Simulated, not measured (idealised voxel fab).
process module | voxel transistor to metal
cross-section cut | 205 nm wide | cells 5 nm
A cross-section is a grid of square cells, given in bands from the top down. A band is one or more rows of cells.
Each band's line starts with the height of the band's top and of its bottom, in nm. Then come its materials from left to right, each with its width in nm. One material with "throughout" fills the band from edge to edge. "air" is empty space.
Height 0 is the level under which the wafer as received is all one material. The lowest band goes on downwards, as in "0 down".
A width such as "30 to 40" changes by the same amount from each row of cells to the next, from the band's top row to its bottom row.
"no change" after a step means that no cell of the cross-section changed.
closed voids: empty space of 8 cells or more with no open way to the top, each as width x height at its distance from the left edge, in nm
after a step's settings: what the simulator itself notes on the step
overlay nm, on a step with a mask: how far to the right of its planned place the mask lay; to the left if negative
plan
1 op RECEIVE | material Si
2 op OXIDIZE | depth nm 5
3 op CONFORMAL_DEP | material SiN | thk nm 15
4 op DIRECTIONAL_DEP | material aC | thk nm 10
5 op PATTERN | tone cover | mask id ACTIVE | material resist | width nm 105 | thk nm 30 | overlay nm 0
6 op DIRECTIONAL_ETCH | etch materials aC | depth nm 10
7 op STRIP | etch materials resist
8 op DIRECTIONAL_ETCH | etch materials SiN | depth nm 15
9 op DIRECTIONAL_ETCH | etch materials SiO2 | depth nm 5
10 op DIRECTIONAL_ETCH | etch materials Si | depth nm 35
11 op STRIP | etch materials aC
12 op FILL_DEP | material SiO2 | thk nm 15
13 op CMP | height nm 15
14 op SELECTIVE_ETCH | etch materials SiO2 | depth nm 5
15 op STRIP | etch materials SiN
16 op SELECTIVE_ETCH | etch materials SiO2 | depth nm 5
17 op OXIDIZE | depth nm 5
18 op DIRECTIONAL_DEP | material polySi | thk nm 25
19 op DIRECTIONAL_DEP | material SiCN | thk nm 15
20 op MASKED_ETCH | tone cover | mask id GATE | width nm 25 | etch materials SiCN | depth nm 25 | overlay nm 0
21 op MASKED_ETCH | tone cover | mask id GATE | width nm 25 | etch materials polySi | depth nm 35 | overlay nm 0
22 op CONFORMAL_DEP | material SiN | thk nm 5
23 op DIRECTIONAL_ETCH | etch materials SiN | depth nm 5
24 op DIRECTIONAL_ETCH | etch materials SiO2 | depth nm 5
25 op EPI | material SiGe | thk nm 5
26 op FILL_DEP | material SiO2 | thk nm 5
27 op CMP | height nm 35
28 op DIRECTIONAL_DEP | material SiO2 | thk nm 10
29 op MASKED_ETCH | tone open | mask id CONTACT | width nm 30 | pitch nm 65 | etch materials SiO2 | depth nm 50 | overlay nm 0
30 op CONFORMAL_DEP | material TiN | thk nm 5
31 op FILL_DEP | material W | thk nm 5
32 op CMP | height nm 45
33 op DIRECTIONAL_DEP | material TiN | thk nm 5
34 op DIRECTIONAL_DEP | material W | thk nm 25
35 op MASKED_ETCH | tone cover | mask id METAL_1 | width nm 15 | pitch nm 80 | etch materials W | depth nm 25 | overlay nm 0
36 op MASKED_ETCH | tone cover | mask id METAL_1 | width nm 15 | pitch nm 80 | etch materials TiN | depth nm 5 | overlay nm 0
37 op FILL_DEP | material lowk | thk nm 5
38 op CMP | height nm 75
39 op CONFORMAL_DEP | material SiCN | thk nm 5
40 op DIRECTIONAL_DEP | material lowk | thk nm 25
41 op DIRECTIONAL_DEP | material aC | thk nm 15
42 op PATTERN | tone open | mask id METAL_2 | material resist | width nm 15 | pitch nm 80 | thk nm 30 | overlay nm 0
43 op DIRECTIONAL_ETCH | etch materials aC | depth nm 15
44 op STRIP | etch materials resist
45 op DIRECTIONAL_ETCH | etch materials lowk | depth nm 15
46 op STRIP | etch materials aC
47 op DIRECTIONAL_DEP | material aC | thk nm 10
48 op PATTERN | tone open | mask id METAL_2_HOLES | material resist | width nm 15 | pitch nm 80 | thk nm 30 | overlay nm 0
49 op DIRECTIONAL_ETCH | etch materials aC | depth nm 10
50 op STRIP | etch materials resist
51 op DIRECTIONAL_ETCH | etch materials lowk | depth nm 10
52 op DIRECTIONAL_ETCH | etch materials SiCN | depth nm 5
53 op STRIP | etch materials aC
54 op CONFORMAL_DEP | material TiN | thk nm 5
55 op FILL_DEP | material Cu | thk nm 5
56 op CMP | height nm 105
57 op CONFORMAL_DEP | material SiCN | thk nm 5
as received, after step 1
  0 down: Si throughout
  closed voids: none
a wafer at the end: this start, this plan, one mistake
  110 to 105: SiCN throughout
  105 to 80: lowk 55 | TiN 5 | Cu 5 | TiN 5 | lowk 65 | TiN 5 | Cu 5 | TiN 5 | lowk 55
  80 to 75: SiCN 55 | TiN 15 | SiCN 65 | TiN 15 | SiCN 55
  75 to 50: lowk 55 | W 15 | lowk 65 | W 15 | lowk 55
  50 to 45: lowk 55 | TiN 15 | lowk 65 | TiN 15 | lowk 55
  45 to 35: SiO2 55 | TiN 5 | W 20 | TiN 5 | SiO2 35 | TiN 5 | W 20 | TiN 5 | SiO2 55
  35 to 20: SiO2 55 | TiN 5 | W 20 | TiN 5 | SiN 5 | polySi 25 | SiN 5 | TiN 5 | W 20 | TiN 5 | SiO2 55
  20 to 15: SiO2 55 | TiN 30 | SiO2 35 | TiN 30 | SiO2 55
  15 to 0: SiO2 50 | SiN 105 | SiO2 50
  0 to -5: SiO2 throughout
  -5 to -40: SiO2 50 | Si 105 | SiO2 50
  -40 down: Si throughout
  closed voids: none
what went wrong: step 13 was left out
